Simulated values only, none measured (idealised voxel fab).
process module | voxel transistor to metal
cross-section cut | 155 nm wide | cells 5 nm
A cross-section is a grid of square cells, given in bands from the top down. A band is one or more rows of cells.
Each band's line starts with the height of the band's top and of its bottom, in nm. Then come its materials from left to right, each with its width in nm. One material with "throughout" fills the band from edge to edge. "air" is empty space.
Height 0 is the level under which the wafer as received is all one material. The lowest band goes on downwards, as in "0 down".
A width such as "30 to 40" changes by the same amount from each row of cells to the next, from the band's top row to its bottom row.
"no change" after a step means that no cell of the cross-section changed.
closed voids: empty space of 8 cells or more with no open way to the top, each as width x height at its distance from the left edge, in nm
after a step's settings: what the simulator itself notes on the step
overlay nm, on a step with a mask: how far to the right of its planned place the mask lay; to the left if negative
plan
1 op RECEIVE | material Si
2 op OXIDIZE | depth nm 5
3 op CONFORMAL_DEP | material SiN | thk nm 15
4 op MASKED_ETCH | tone cover | mask id ACTIVE | width nm 95 | etch materials SiN | depth nm 15 | overlay nm 0
5 op MASKED_ETCH | tone cover | mask id ACTIVE | width nm 95 | etch materials SiO2 | depth nm 5 | overlay nm 0
6 op MASKED_ETCH | tone cover | mask id ACTIVE | width nm 95 | etch materials Si | depth nm 25 | overlay nm 0
7 op OXIDIZE | depth nm 5
8 op FILL_DEP | material SiO2 | thk nm 5
9 op CMP | height nm 15
10 op SELECTIVE_ETCH | etch materials SiO2 | depth nm 10
11 op STRIP | etch materials SiN
12 op SELECTIVE_ETCH | etch materials SiO2 | depth nm 5
13 op OXIDIZE | depth nm 5
14 op DIRECTIONAL_DEP | material polySi | thk nm 20
15 op DIRECTIONAL_DEP | material SiCN | thk nm 10
16 op MASKED_ETCH | tone cover | mask id GATE | width nm 15 | etch materials SiCN | depth nm 20 | overlay nm 0
17 op MASKED_ETCH | tone cover | mask id GATE | width nm 15 | etch materials polySi | depth nm 30 | overlay nm 0
18 op CONFORMAL_DEP | material SiO2 | thk nm 5
19 op DIRECTIONAL_ETCH | etch materials SiO2 | depth nm 5
20 op CONFORMAL_DEP | material SiN | thk nm 10
21 op DIRECTIONAL_ETCH | etch materials SiN | depth nm 10
22 op DIRECTIONAL_ETCH | etch materials SiO2 | depth nm 5
23 op DIRECTIONAL_ETCH | etch materials Si | depth nm 15
24 op EPI | material pSi | thk nm 20
25 op FILL_DEP | material SiO2 | thk nm 10
26 op CMP | height nm 25
27 op DIRECTIONAL_DEP | material SiO2 | thk nm 15
28 op PATTERN | tone open | mask id CONTACT | material resist | width nm 20 | pitch nm 65 | thk nm 15 | overlay nm 0
29 op DIRECTIONAL_ETCH | etch materials SiO2 | depth nm 30
30 op STRIP | etch materials resist
31 op CONFORMAL_DEP | material TiN | thk nm 5
32 op FILL_DEP | material W | thk nm 5
33 op CMP | height nm 40
34 op DIRECTIONAL_DEP | material TiN | thk nm 5
35 op DIRECTIONAL_DEP | material Ru | thk nm 25
36 op PATTERN | tone cover | mask id METAL_1 | material resist | width nm 20 | pitch nm 65 | thk nm 15 | overlay nm 0
37 op DIRECTIONAL_ETCH | etch materials Ru | depth nm 25
38 op DIRECTIONAL_ETCH | etch materials TiN | depth nm 5
39 op STRIP | etch materials resist
40 op FILL_DEP | material lowk | thk nm 10
41 op CMP | height nm 70
42 op CONFORMAL_DEP | material SiCN | thk nm 5
43 op DIRECTIONAL_DEP | material SiO2 | thk nm 35
44 op MASKED_ETCH | tone open | mask id METAL_2_HOLES | width nm 15 | pitch nm 65 | etch materials SiO2 | depth nm 35 | overlay nm 0
45 op PATTERN | tone open | mask id METAL_2 | material resist | width nm 20 | pitch nm 65 | thk nm 20 | overlay nm 0
46 op DIRECTIONAL_ETCH | etch materials SiO2 | depth nm 20
47 op DIRECTIONAL_ETCH | etch materials SiCN | depth nm 5
48 op STRIP | etch materials resist
49 op CONFORMAL_DEP | material TiN | thk nm 5
50 op FILL_DEP | material Ru | thk nm 5
51 op CMP | height nm 110
52 op CONFORMAL_DEP | material SiCN | thk nm 5
as received, after step 1
  0 down: Si throughout
  closed voids: none
first wafer at the end, as planned
  115 to 110: SiCN throughout
  110 to 95: SiO2 35 | TiN 5 | Ru 10 | TiN 5 | SiO2 45 | TiN 5 | Ru 10 | TiN 5 | SiO2 35
  95 to 90: SiO2 35 | TiN 5 | Ru 5 | TiN 10 | SiO2 45 | TiN 5 | Ru 5 | TiN 10 | SiO2 35
  90 to 75: SiO2 35 | TiN 5 | Ru 5 | TiN 5 | SiO2 50 | TiN 5 | Ru 5 | TiN 5 | SiO2 40
  75 to 70: SiCN 35 | TiN 15 | SiCN 50 | TiN 15 | SiCN 40
  70 to 45: lowk 35 | Ru 20 | lowk 45 | Ru 20 | lowk 35
  45 to 40: lowk 35 | TiN 20 | lowk 45 | TiN 20 | lowk 35
  40 to 25: SiO2 35 | TiN 5 | W 10 | TiN 5 | SiO2 45 | TiN 5 | W 10 | TiN 5 | SiO2 35
  25 to 15: SiO2 35 | TiN 5 | W 10 | TiN 5 | SiN 10 | SiO2 5 | SiCN 15 | SiO2 5 | SiN 10 | TiN 5 | W 10 | TiN 5 | SiO2 35
  15 to 10: SiO2 35 | TiN 20 | SiN 10 | SiO2 5 | polySi 15 | SiO2 5 | SiN 10 | TiN 20 | SiO2 35
  10 to 0: SiO2 30 | pSi 25 | SiN 10 | SiO2 5 | polySi 15 | SiO2 5 | SiN 10 | pSi 25 | SiO2 30
  0 to -5: SiO2 30 | SiN 10 | pSi 15 | SiN 10 | SiO2 5 | polySi 15 | SiO2 5 | SiN 10 | pSi 15 | SiN 10 | SiO2 30
  -5 to -10: SiO2 40 | pSi 15 | SiO2 45 | pSi 15 | SiO2 40
  -10 to -25: SiO2 35 | Si 5 | pSi 15 | Si 45 | pSi 15 | Si 5 | SiO2 35
  -25 to -35: SiO2 35 | Si 85 | SiO2 35
  -35 down: Si throughout
  closed voids: none
second wafer at the end: like start, like plan, one mistake
  115 to 110: TiN throughout
  110 to 95: SiO2 35 | TiN 5 | Ru 10 | TiN 5 | SiO2 45 | TiN 5 | Ru 10 | TiN 5 | SiO2 35
  95 to 90: SiO2 35 | TiN 5 | Ru 5 | TiN 10 | SiO2 45 | TiN 5 | Ru 5 | TiN 10 | SiO2 35
  90 to 75: SiO2 35 | TiN 5 | Ru 5 | TiN 5 | SiO2 50 | TiN 5 | Ru 5 | TiN 5 | SiO2 40
  75 to 70: SiCN 35 | TiN 15 | SiCN 50 | TiN 15 | SiCN 40
  70 to 45: lowk 35 | Ru 20 | lowk 45 | Ru 20 | lowk 35
  45 to 40: lowk 35 | TiN 20 | lowk 45 | TiN 20 | lowk 35
  40 to 25: SiO2 35 | TiN 5 | W 10 | TiN 5 | SiO2 45 | TiN 5 | W 10 | TiN 5 | SiO2 35
  25 to 15: SiO2 35 | TiN 5 | W 10 | TiN 5 | SiN 10 | SiO2 5 | SiCN 15 | SiO2 5 | SiN 10 | TiN 5 | W 10 | TiN 5 | SiO2 35
  15 to 10: SiO2 35 | TiN 20 | SiN 10 | SiO2 5 | polySi 15 | SiO2 5 | SiN 10 | TiN 20 | SiO2 35
  10 to 0: SiO2 30 | pSi 25 | SiN 10 | SiO2 5 | polySi 15 | SiO2 5 | SiN 10 | pSi 25 | SiO2 30
  0 to -5: SiO2 30 | SiN 10 | pSi 15 | SiN 10 | SiO2 5 | polySi 15 | SiO2 5 | SiN 10 | pSi 15 | SiN 10 | SiO2 30
  -5 to -10: SiO2 40 | pSi 15 | SiO2 45 | pSi 15 | SiO2 40
  -10 to -25: SiO2 35 | Si 5 | pSi 15 | Si 45 | pSi 15 | Si 5 | SiO2 35
  -25 to -35: SiO2 35 | Si 85 | SiO2 35
  -35 down: Si throughout
  closed voids: none
what went wrong: step 52 ran as: op CONFORMAL_DEP | material TiN | thk nm 5
at the end the second wafer has, in cells: 31 fewer of SiCN | 31 more of TiN
